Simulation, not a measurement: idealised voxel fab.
Process module in this document: voxel self aligned vias
Shown is cross-section cut, with a width of 140 nm and square cells of size 5 nm.
A cross-section in this document is a grid of square cells, and it is written down as bands, the top band listed before the ones below it; a band is made up of one or more rows of cells.
This entry defines a band. It first specifies the height of the band's top and the height of its bottom in nm, and then specifies the band's materials from left to right, stating each material with its width in nm. The word "everywhere" identifies a single material that fills the band from edge to edge, while the word "blank" identifies empty space.
Beneath 0, the wafer as received is one material, and that level is where height counting begins. The lowest band goes on downward without a bottom; it is written like "from 0 down".
The two numbers in a width such as "30..40" mark its ends across the band: the first belongs to the top row of cells, the second to the bottom row, and from each row to the next the width moves by the same amount.
No cell of the cross-section changed in a step that is given as "stayed the same".
So "Closed void listing" is basically the list of trapped voids: any empty space of 8 cells or more that can't reach the top through an opening. They're written width x height at distance, the distance being from the left edge, and it's all nm.
It should be noted that, on the line of a given step, the content following the step's settings is a remark produced by the simulator itself with respect to that step.
"overlay nm", when on a step's line for a step with a mask, measures how far to the right of its planned place the mask lay; a negative measure means to the left.

[plan]
| 1 | RECEIVE with material Si |
| 2 | CONFORMAL_DEP with material SiO2, thk nm 15 |
| 3 | CONFORMAL_DEP with material SiCN, thk nm 5 |
| 4 | DIRECTIONAL_DEP with material SiO2, thk nm 30 |
| 5 | DIRECTIONAL_DEP with material aC, thk nm 10 |
| 6 | PATTERN with tone open, mask id LINES, material resist, width nm 25, pitch nm 60, thk nm 30, overlay nm 0 |
| 7 | DIRECTIONAL_ETCH with etch materials aC, depth nm 10 |
| 8 | STRIP with etch materials resist |
| 9 | DIRECTIONAL_ETCH with etch materials SiO2, depth nm 30 |
| 10 | STRIP with etch materials aC |
| 11 | CONFORMAL_DEP with material TiN, thk nm 5 |
| 12 | FILL_DEP with material W, thk nm 10 |
| 13 | CMP with height nm 50 |
| 14 | SELECTIVE_ETCH with etch materials W Ru TiN, depth nm 5 |
| 15 | FILL_DEP with material SiN, thk nm 10 |
| 16 | CMP with height nm 50 |
| 17 | DIRECTIONAL_DEP with material SiO2, thk nm 20 |
| 18 | DIRECTIONAL_DEP with material aC, thk nm 15 |
| 19 | PATTERN with tone open, mask id VIAS, material resist, width nm 35, thk nm 35, overlay nm 0 |
| 20 | DIRECTIONAL_ETCH with etch materials aC, depth nm 15 |
| 21 | STRIP with etch materials resist |
| 22 | DIRECTIONAL_ETCH with etch materials SiO2, depth nm 20 |
| 23 | DIRECTIONAL_ETCH with etch materials SiN, depth nm 5 |
| 24 | STRIP with etch materials aC |
| 25 | CONFORMAL_DEP with material TiN, thk nm 5 |
| 26 | FILL_DEP with material Ru, thk nm 10 |
| 27 | CMP with height nm 70 |
| 28 | CONFORMAL_DEP with material SiN, thk nm 5 |

[First out of two wafers; run went to plan]

[Step 1 complete: cross-section of the wafer as received]
> from 0 down = Si everywhere
> Closed void listing: none

[So this is the wafer cross-section right after step 2]
> from 15 to 0 = SiO2 everywhere
> Note: structure below 0 unchanged.

[So this is the wafer cross-section right after step 3]
> from 20 to 15 = SiCN everywhere
> Note: structure below 15 unchanged.

[So this is the wafer cross-section right after step 4]
> from 50 to 20 = SiO2 everywhere
> Note: structure below 20 unchanged.

[So this is the wafer cross-section right after step 5]
> from 60 to 50 = aC everywhere
> Note: structure below 50 unchanged.

[So this is the wafer cross-section right after step 6]
> from 90 to 60 = 25 resist, then 25 blank, then 35 resist, then 25 blank, then 30 resist
> Note: structure below 60 unchanged.

[So this is the wafer cross-section right after step 7]
> from 80 to 60 = 25 resist, then 25 blank, then 35 resist, then 25 blank, then 30 resist
> from 60 to 50 = 25 aC, then 25 blank, then 35 aC, then 25 blank, then 30 aC
> Note: structure below 50 unchanged.

[So this is the wafer cross-section right after step 8]
> from 60 to 50 = 25 aC, then 25 blank, then 35 aC, then 25 blank, then 30 aC
> Note: structure below 50 unchanged.

[So this is the wafer cross-section right after step 9]
> from 60 to 50 = 25 aC, then 25 blank, then 35 aC, then 25 blank, then 30 aC
> from 50 to 20 = 25 SiO2, then 25 blank, then 35 SiO2, then 25 blank, then 30 SiO2
> Note: structure below 20 unchanged.

[So this is the wafer cross-section right after step 10]
> from 50 to 20 = 25 SiO2, then 25 blank, then 35 SiO2, then 25 blank, then 30 SiO2
> Note: structure below 20 unchanged.

[So this is the wafer cross-section right after step 11]
> from 55 to 50 = 30 TiN, then 15 blank, then 45 TiN, then 15 blank, then 35 TiN
> from 50 to 25 = 25 SiO2, then 5 TiN, then 15 blank, then 5 TiN, then 35 SiO2, then 5 TiN, then 15 blank, then 5 TiN, then 30 SiO2
> from 25 to 20 = 25 SiO2, then 25 TiN, then 35 SiO2, then 25 TiN, then 30 SiO2
> Note: structure below 20 unchanged.

[So this is the wafer cross-section right after step 12]
> from 65 to 55 = W everywhere
> from 55 to 50 = 30 TiN, then 15 W, then 45 TiN, then 15 W, then 35 TiN
> from 50 to 25 = 25 SiO2, then 5 TiN, then 15 W, then 5 TiN, then 35 SiO2, then 5 TiN, then 15 W, then 5 TiN, then 30 SiO2
> Note: structure below 25 unchanged.

[So this is the wafer cross-section right after step 13]
> from 50 to 25 = 25 SiO2, then 5 TiN, then 15 W, then 5 TiN, then 35 SiO2, then 5 TiN, then 15 W, then 5 TiN, then 30 SiO2
> Note: structure below 25 unchanged.

[So this is the wafer cross-section right after step 14]
> from 50 to 45 = 25 SiO2, then 25 blank, then 35 SiO2, then 25 blank, then 30 SiO2
> Note: structure below 45 unchanged.

[So this is the wafer cross-section right after step 15]
> from 60 to 50 = SiN everywhere
> from 50 to 45 = 25 SiO2, then 25 SiN, then 35 SiO2, then 25 SiN, then 30 SiO2
> Note: structure below 45 unchanged.

[So this is the wafer cross-section right after step 16]
> from 50 to 45 = 25 SiO2, then 25 SiN, then 35 SiO2, then 25 SiN, then 30 SiO2
> Note: structure below 45 unchanged.

[So this is the wafer cross-section right after step 17]
> from 70 to 50 = SiO2 everywhere
> Note: structure below 50 unchanged.

[So this is the wafer cross-section right after step 18]
> from 85 to 70 = aC everywhere
> Note: structure below 70 unchanged.

[So this is the wafer cross-section right after step 19]
> from 120 to 85 = 20 resist, then 35 blank, then 85 resist
> Note: structure below 85 unchanged.

[So this is the wafer cross-section right after step 20]
> from 105 to 85 = 20 resist, then 35 blank, then 85 resist
> from 85 to 70 = 20 aC, then 35 blank, then 85 aC
> Note: structure below 70 unchanged.

[So this is the wafer cross-section right after step 21]
> from 85 to 70 = 20 aC, then 35 blank, then 85 aC
> Note: structure below 70 unchanged.

[So this is the wafer cross-section right after step 22]
> from 85 to 70 = 20 aC, then 35 blank, then 85 aC
> from 70 to 50 = 20 SiO2, then 35 blank, then 85 SiO2
> Note: structure below 50 unchanged.

[So this is the wafer cross-section right after step 23]
> from 85 to 70 = 20 aC, then 35 blank, then 85 aC
> from 70 to 50 = 20 SiO2, then 35 blank, then 85 SiO2
> from 50 to 45 = 25 SiO2, then 25 blank, then 35 SiO2, then 25 SiN, then 30 SiO2
> Note: structure below 45 unchanged.

[So this is the wafer cross-section right after step 24]
> from 70 to 50 = 20 SiO2, then 35 blank, then 85 SiO2
> Note: structure below 50 unchanged.

[So this is the wafer cross-section right after step 25]
> from 75 to 70 = 25 TiN, then 25 blank, then 90 TiN
> from 70 to 55 = 20 SiO2, then 5 TiN, then 25 blank, then 5 TiN, then 85 SiO2
> from 55 to 50 = 20 SiO2, then 10 TiN, then 15 blank, then 10 TiN, then 85 SiO2
> from 50 to 45 = 25 SiO2, then 25 TiN, then 35 SiO2, then 25 SiN, then 30 SiO2
> Note: structure below 45 unchanged.

[So this is the wafer cross-section right after step 26]
> from 85 to 75 = Ru everywhere
> from 75 to 70 = 25 TiN, then 25 Ru, then 90 TiN
> from 70 to 55 = 20 SiO2, then 5 TiN, then 25 Ru, then 5 TiN, then 85 SiO2
> from 55 to 50 = 20 SiO2, then 10 TiN, then 15 Ru, then 10 TiN, then 85 SiO2
> Note: structure below 50 unchanged.

[So this is the wafer cross-section right after step 27]
> from 70 to 55 = 20 SiO2, then 5 TiN, then 25 Ru, then 5 TiN, then 85 SiO2
> Note: structure below 55 unchanged.

[So this is the wafer cross-section right after step 28]
> from 75 to 70 = SiN everywhere
> Note: structure below 70 unchanged.

[Second wafer. Start and plan as for the first. One mistake made in running. Agrees with the first up to and including step 18]

[Cross-section of the second wafer at the time by which step 19 should have been completed according to the plan]
> from 120 to 85 = 15 resist, then 45 blank, then 80 resist
> Note: structure below 85 unchanged.

[Cross-section of the second wafer at the time by which step 20 should have been completed according to the plan]
> from 105 to 85 = 15 resist, then 45 blank, then 80 resist
> from 85 to 70 = 15 aC, then 45 blank, then 80 aC
> Note: structure below 70 unchanged.

[Cross-section of the second wafer at the time by which step 21 should have been completed according to the plan]
> from 85 to 70 = 15 aC, then 45 blank, then 80 aC
> Note: structure below 70 unchanged.

[Cross-section of the second wafer at the time by which step 22 should have been completed according to the plan]
> from 85 to 70 = 15 aC, then 45 blank, then 80 aC
> from 70 to 50 = 15 SiO2, then 45 blank, then 80 SiO2
> Note: structure below 50 unchanged.

[Cross-section of the second wafer at the time by which step 23 should have been completed according to the plan]
> from 85 to 70 = 15 aC, then 45 blank, then 80 aC
> from 70 to 50 = 15 SiO2, then 45 blank, then 80 SiO2
> from 50 to 45 = 25 SiO2, then 25 blank, then 35 SiO2, then 25 SiN, then 30 SiO2
> Note: structure below 45 unchanged.

[Cross-section of the second wafer at the time by which step 24 should have been completed according to the plan]
> from 70 to 50 = 15 SiO2, then 45 blank, then 80 SiO2
> Note: structure below 50 unchanged.

[Cross-section of the second wafer at the time by which step 25 should have been completed according to the plan]
> from 75 to 70 = 20 TiN, then 35 blank, then 85 TiN
> from 70 to 55 = 15 SiO2, then 5 TiN, then 35 blank, then 5 TiN, then 80 SiO2
> from 55 to 50 = 15 SiO2, then 15 TiN, then 15 blank, then 15 TiN, then 80 SiO2
> from 50 to 45 = 25 SiO2, then 25 TiN, then 35 SiO2, then 25 SiN, then 30 SiO2
> Note: structure below 45 unchanged.

[Cross-section of the second wafer at the time by which step 26 should have been completed according to the plan]
> from 85 to 75 = Ru everywhere
> from 75 to 70 = 20 TiN, then 35 Ru, then 85 TiN
> from 70 to 55 = 15 SiO2, then 5 TiN, then 35 Ru, then 5 TiN, then 80 SiO2
> from 55 to 50 = 15 SiO2, then 15 TiN, then 15 Ru, then 15 TiN, then 80 SiO2
> Note: structure below 50 unchanged.

[Cross-section of the second wafer at the time by which step 27 should have been completed according to the plan]
> from 70 to 55 = 15 SiO2, then 5 TiN, then 35 Ru, then 5 TiN, then 80 SiO2
> Note: structure below 55 unchanged.

[Cross-section of the second wafer at the time by which step 28 should have been completed according to the plan]
> from 75 to 70 = SiN everywhere
> Note: structure below 70 unchanged.
Short version of what went wrong: so step 19 ended up running with a different setting than we planned, it ran as PATTERN with tone open, mask id VIAS, material resist, width nm 45, thk nm 35, overlay nm 0
The second wafer ends with more or fewer cells of some materials than the first, per final count: 6 more of Ru | 8 fewer of SiO2 | 2 more of TiN
